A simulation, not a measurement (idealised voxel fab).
Documented hereafter: the process module known as voxel trench capacitor.
Cross-section cut: width 185 nm, square cells of 5 nm.
Cross-section format: a grid of square cells, given as bands from top to bottom; each band is one or more rows of cells.
Each band's line starts with the height of the band's top and of its bottom, in nm. Then come its materials from left to right, each with its width in nm. One material with "everywhere" fills the band from edge to edge. "empty" is empty space.
Heights from 0 (as-received wafer is one material below). Bottom band endless downward, as "0 nm and below".
A width given as "30 to 40" starts at the first number in the band's top row and ends at the second number in its bottom row, shifting by an equal amount at every step from row to row.
A step reported as "nothing got changed" is a step in which no cell of the cross-section changed.
The list in "Enclosed voids" covers empty spaces of 8 cells or more that cannot reach the top through any open way, and it gives each as width x height at distance; the distance is from the left edge, and width, height and distance are in nm.
Heads up: the bit after the settings on a step's line is the simulator's remark on that step.
overlay nm: where the mask lay relative to plan, measured to the right, on steps with a mask; negatives go left.

LIST OF PLANNED PROCESS STEPS
1 RECEIVE [material Si]
2 CONFORMAL_DEP [material SiN] [thk nm 10]
3 DIRECTIONAL_DEP [material aC] [thk nm 15]
4 PATTERN [tone open] [mask id TRENCH] [material resist] [width nm 30] [pitch nm 50] [thk nm 35] [overlay nm 0]
5 DIRECTIONAL_ETCH [etch materials aC] [depth nm 15]
6 STRIP [etch materials resist]
7 DIRECTIONAL_ETCH [etch materials SiN] [depth nm 10]
8 DIRECTIONAL_ETCH [etch materials Si] [depth nm 25]
9 STRIP [etch materials aC]
10 CONFORMAL_DEP [material Al2O3] [thk nm 5]
11 CONFORMAL_DEP [material TiN] [thk nm 5]
12 FILL_DEP [material W] [thk nm 5]
13 CMP [height nm 10]

THE FIRST OF A SET OF TWO WAFERS, RUN TO PLAN

INCOMING WAFER IN CROSS-SECTION (STATE: AFTER STEP 1)
  0 nm and below: Si everywhere
  Enclosed voids: none

STEP 2 COMPLETE: CROSS-SECTION THROUGH THE WAFER
  10 nm to 0 nm: SiN everywhere
  Everything below 0 is unchanged.

STEP 3 COMPLETE: CROSS-SECTION THROUGH THE WAFER
  25 nm to 10 nm: aC everywhere
  Everything below 10 is unchanged.

STEP 4 COMPLETE: CROSS-SECTION THROUGH THE WAFER
  60 nm to 25 nm: resist: 50, then empty: 30, then resist: 20, then empty: 30, then resist: 55
  Everything below 25 is unchanged.

STEP 5 COMPLETE: CROSS-SECTION THROUGH THE WAFER
  45 nm to 25 nm: resist: 50, then empty: 30, then resist: 20, then empty: 30, then resist: 55
  25 nm to 10 nm: aC: 50, then empty: 30, then aC: 20, then empty: 30, then aC: 55
  Everything below 10 is unchanged.

STEP 6 COMPLETE: CROSS-SECTION THROUGH THE WAFER
  25 nm to 10 nm: aC: 50, then empty: 30, then aC: 20, then empty: 30, then aC: 55
  Everything below 10 is unchanged.

STEP 7 COMPLETE: CROSS-SECTION THROUGH THE WAFER
  25 nm to 10 nm: aC: 50, then empty: 30, then aC: 20, then empty: 30, then aC: 55
  10 nm to 0 nm: SiN: 50, then empty: 30, then SiN: 20, then empty: 30, then SiN: 55
  Everything below 0 is unchanged.

STEP 8 COMPLETE: CROSS-SECTION THROUGH THE WAFER
  25 nm to 10 nm: aC: 50, then empty: 30, then aC: 20, then empty: 30, then aC: 55
  10 nm to 0 nm: SiN: 50, then empty: 30, then SiN: 20, then empty: 30, then SiN: 55
  0 nm to -25 nm: Si: 50, then empty: 30, then Si: 20, then empty: 30, then Si: 55
  Everything below -25 is unchanged.

STEP 9 COMPLETE: CROSS-SECTION THROUGH THE WAFER
  10 nm to 0 nm: SiN: 50, then empty: 30, then SiN: 20, then empty: 30, then SiN: 55
  Everything below 0 is unchanged.

STEP 10 COMPLETE: CROSS-SECTION THROUGH THE WAFER
  15 nm to 10 nm: Al2O3: 55, then empty: 20, then Al2O3: 30, then empty: 20, then Al2O3: 60
  10 nm to 0 nm: SiN: 50, then Al2O3: 5, then empty: 20, then Al2O3: 5, then SiN: 20, then Al2O3: 5, then empty: 20, then Al2O3: 5, then SiN: 55
  0 nm to -20 nm: Si: 50, then Al2O3: 5, then empty: 20, then Al2O3: 5, then Si: 20, then Al2O3: 5, then empty: 20, then Al2O3: 5, then Si: 55
  -20 nm to -25 nm: Si: 50, then Al2O3: 30, then Si: 20, then Al2O3: 30, then Si: 55
  Everything below -25 is unchanged.

STEP 11 COMPLETE: CROSS-SECTION THROUGH THE WAFER
  20 nm to 15 nm: TiN: 60, then empty: 10, then TiN: 40, then empty: 10, then TiN: 65
  15 nm to 10 nm: Al2O3: 55, then TiN: 5, then empty: 10, then TiN: 5, then Al2O3: 30, then TiN: 5, then empty: 10, then TiN: 5, then Al2O3: 60
  10 nm to 0 nm: SiN: 50, then Al2O3: 5, then TiN: 5, then empty: 10, then TiN: 5, then Al2O3: 5, then SiN: 20, then Al2O3: 5, then TiN: 5, then empty: 10, then TiN: 5, then Al2O3: 5, then SiN: 55
  0 nm to -15 nm: Si: 50, then Al2O3: 5, then TiN: 5, then empty: 10, then TiN: 5, then Al2O3: 5, then Si: 20, then Al2O3: 5, then TiN: 5, then empty: 10, then TiN: 5, then Al2O3: 5, then Si: 55
  -15 nm to -20 nm: Si: 50, then Al2O3: 5, then TiN: 20, then Al2O3: 5, then Si: 20, then Al2O3: 5, then TiN: 20, then Al2O3: 5, then Si: 55
  Everything below -20 is unchanged.

STEP 12 COMPLETE: CROSS-SECTION THROUGH THE WAFER
  25 nm to 20 nm: W everywhere
  20 nm to 15 nm: TiN: 60, then W: 10, then TiN: 40, then W: 10, then TiN: 65
  15 nm to 10 nm: Al2O3: 55, then TiN: 5, then W: 10, then TiN: 5, then Al2O3: 30, then TiN: 5, then W: 10, then TiN: 5, then Al2O3: 60
  10 nm to 0 nm: SiN: 50, then Al2O3: 5, then TiN: 5, then W: 10, then TiN: 5, then Al2O3: 5, then SiN: 20, then Al2O3: 5, then TiN: 5, then W: 10, then TiN: 5, then Al2O3: 5, then SiN: 55
  0 nm to -15 nm: Si: 50, then Al2O3: 5, then TiN: 5, then W: 10, then TiN: 5, then Al2O3: 5, then Si: 20, then Al2O3: 5, then TiN: 5, then W: 10, then TiN: 5, then Al2O3: 5, then Si: 55
  Everything below -15 is unchanged.

STEP 13 COMPLETE: CROSS-SECTION THROUGH THE WAFER
  10 nm to 0 nm: SiN: 50, then Al2O3: 5, then TiN: 5, then W: 10, then TiN: 5, then Al2O3: 5, then SiN: 20, then Al2O3: 5, then TiN: 5, then W: 10, then TiN: 5, then Al2O3: 5, then SiN: 55
  Everything below 0 is unchanged.

SECOND OF TWO: SAME START, SAME PLAN, ONE RUN ERROR; STEPS UP TO AND INCLUDING 7 MATCH THE FIRST

SECOND WAFER: CROSS-SECTION AT THE SCHEDULED END OF STEP 8
  25 nm to 10 nm: aC: 50, then empty: 30, then aC: 20, then empty: 30, then aC: 55
  10 nm to 0 nm: SiN: 50, then empty: 30, then SiN: 20, then empty: 30, then SiN: 55
  0 nm to -50 nm: Si: 50, then empty: 30, then Si: 20, then empty: 30, then Si: 55
  Everything below -50 is unchanged.

SECOND WAFER: CROSS-SECTION AT THE SCHEDULED END OF STEP 9
  10 nm to 0 nm: SiN: 50, then empty: 30, then SiN: 20, then empty: 30, then SiN: 55
  Everything below 0 is unchanged.

SECOND WAFER: CROSS-SECTION AT THE SCHEDULED END OF STEP 10
  15 nm to 10 nm: Al2O3: 55, then empty: 20, then Al2O3: 30, then empty: 20, then Al2O3: 60
  10 nm to 0 nm: SiN: 50, then Al2O3: 5, then empty: 20, then Al2O3: 5, then SiN: 20, then Al2O3: 5, then empty: 20, then Al2O3: 5, then SiN: 55
  0 nm to -45 nm: Si: 50, then Al2O3: 5, then empty: 20, then Al2O3: 5, then Si: 20, then Al2O3: 5, then empty: 20, then Al2O3: 5, then Si: 55
  -45 nm to -50 nm: Si: 50, then Al2O3: 30, then Si: 20, then Al2O3: 30, then Si: 55
  Everything below -50 is unchanged.

SECOND WAFER: CROSS-SECTION AT THE SCHEDULED END OF STEP 11
  20 nm to 15 nm: TiN: 60, then empty: 10, then TiN: 40, then empty: 10, then TiN: 65
  15 nm to 10 nm: Al2O3: 55, then TiN: 5, then empty: 10, then TiN: 5, then Al2O3: 30, then TiN: 5, then empty: 10, then TiN: 5, then Al2O3: 60
  10 nm to 0 nm: SiN: 50, then Al2O3: 5, then TiN: 5, then empty: 10, then TiN: 5, then Al2O3: 5, then SiN: 20, then Al2O3: 5, then TiN: 5, then empty: 10, then TiN: 5, then Al2O3: 5, then SiN: 55
  0 nm to -40 nm: Si: 50, then Al2O3: 5, then TiN: 5, then empty: 10, then TiN: 5, then Al2O3: 5, then Si: 20, then Al2O3: 5, then TiN: 5, then empty: 10, then TiN: 5, then Al2O3: 5, then Si: 55
  -40 nm to -45 nm: Si: 50, then Al2O3: 5, then TiN: 20, then Al2O3: 5, then Si: 20, then Al2O3: 5, then TiN: 20, then Al2O3: 5, then Si: 55
  Everything below -45 is unchanged.

SECOND WAFER: CROSS-SECTION AT THE SCHEDULED END OF STEP 12
  25 nm to 20 nm: W everywhere
  20 nm to 15 nm: TiN: 60, then W: 10, then TiN: 40, then W: 10, then TiN: 65
  15 nm to 10 nm: Al2O3: 55, then TiN: 5, then W: 10, then TiN: 5, then Al2O3: 30, then TiN: 5, then W: 10, then TiN: 5, then Al2O3: 60
  10 nm to 0 nm: SiN: 50, then Al2O3: 5, then TiN: 5, then W: 10, then TiN: 5, then Al2O3: 5, then SiN: 20, then Al2O3: 5, then TiN: 5, then W: 10, then TiN: 5, then Al2O3: 5, then SiN: 55
  0 nm to -40 nm: Si: 50, then Al2O3: 5, then TiN: 5, then W: 10, then TiN: 5, then Al2O3: 5, then Si: 20, then Al2O3: 5, then TiN: 5, then W: 10, then TiN: 5, then Al2O3: 5, then Si: 55
  Everything below -40 is unchanged.

SECOND WAFER: CROSS-SECTION AT THE SCHEDULED END OF STEP 13
  10 nm to 0 nm: SiN: 50, then Al2O3: 5, then TiN: 5, then W: 10, then TiN: 5, then Al2O3: 5, then SiN: 20, then Al2O3: 5, then TiN: 5, then W: 10, then TiN: 5, then Al2O3: 5, then SiN: 55
  Everything below 0 is unchanged.
Want to know what went wrong? regarding the plan, step 8 was run twice
Heads up, by the end the second wafer has more or fewer cells of some materials compared to the first: +20 Al2O3, -60 Si, +20 TiN, +20 W
